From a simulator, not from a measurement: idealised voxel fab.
process module | voxel tone inversion
cross-section cut | 220 nm wide | cells 5 nm
A cross-section is a grid of square cells, given in bands from the top down. A band is one or more rows of cells.
Each band's line starts with the height of the band's top and of its bottom, in nm. Then come its materials from left to right, each with its width in nm. One material with "throughout" fills the band from edge to edge. "air" is empty space.
Height 0 is the level under which the wafer as received is all one material. The lowest band goes on downwards, as in "0 down".
A width such as "30 to 40" changes by the same amount from each row of cells to the next, from the band's top row to its bottom row.
"no change" after a step means that no cell of the cross-section changed.
closed voids: empty space of 8 cells or more with no open way to the top, each as width x height at its distance from the left edge, in nm
after a step's settings: what the simulator itself notes on the step
overlay nm, on a step with a mask: how far to the right of its planned place the mask lay; to the left if negative
plan
1 op RECEIVE | material Si
2 op CONFORMAL_DEP | material SiN | thk nm 10
3 op DIRECTIONAL_DEP | material polySi | thk nm 15
4 op PATTERN | tone cover | mask id POSTS | material resist | width nm 25 | pitch nm 40 | thk nm 20 | overlay nm 0
5 op DIRECTIONAL_ETCH | etch materials polySi | depth nm 15
6 op STRIP | etch materials resist
7 op FILL_DEP | material SiO2 | thk nm 10
8 op CMP | height nm 25
9 op STRIP | etch materials polySi
as received, after step 1
  0 down: Si throughout
  closed voids: none
first wafer at the end, as planned
  25 to 10: SiO2 55 | air 25 | SiO2 15 | air 25 | SiO2 15 | air 25 | SiO2 60
  10 to 0: SiN throughout
  0 down: Si throughout
  closed voids: none
second wafer at the end: like start, like plan, one mistake
  25 to 15: SiO2 throughout
  15 to 0: SiO2 55 | polySi 25 | SiO2 15 | polySi 25 | SiO2 15 | polySi 25 | SiO2 60
  0 down: Si throughout
  closed voids: none
what went wrong: step 2 was left out
at the end the second wafer has, in cells: 88 fewer of SiN | 88 more of SiO2 | 45 more of polySi
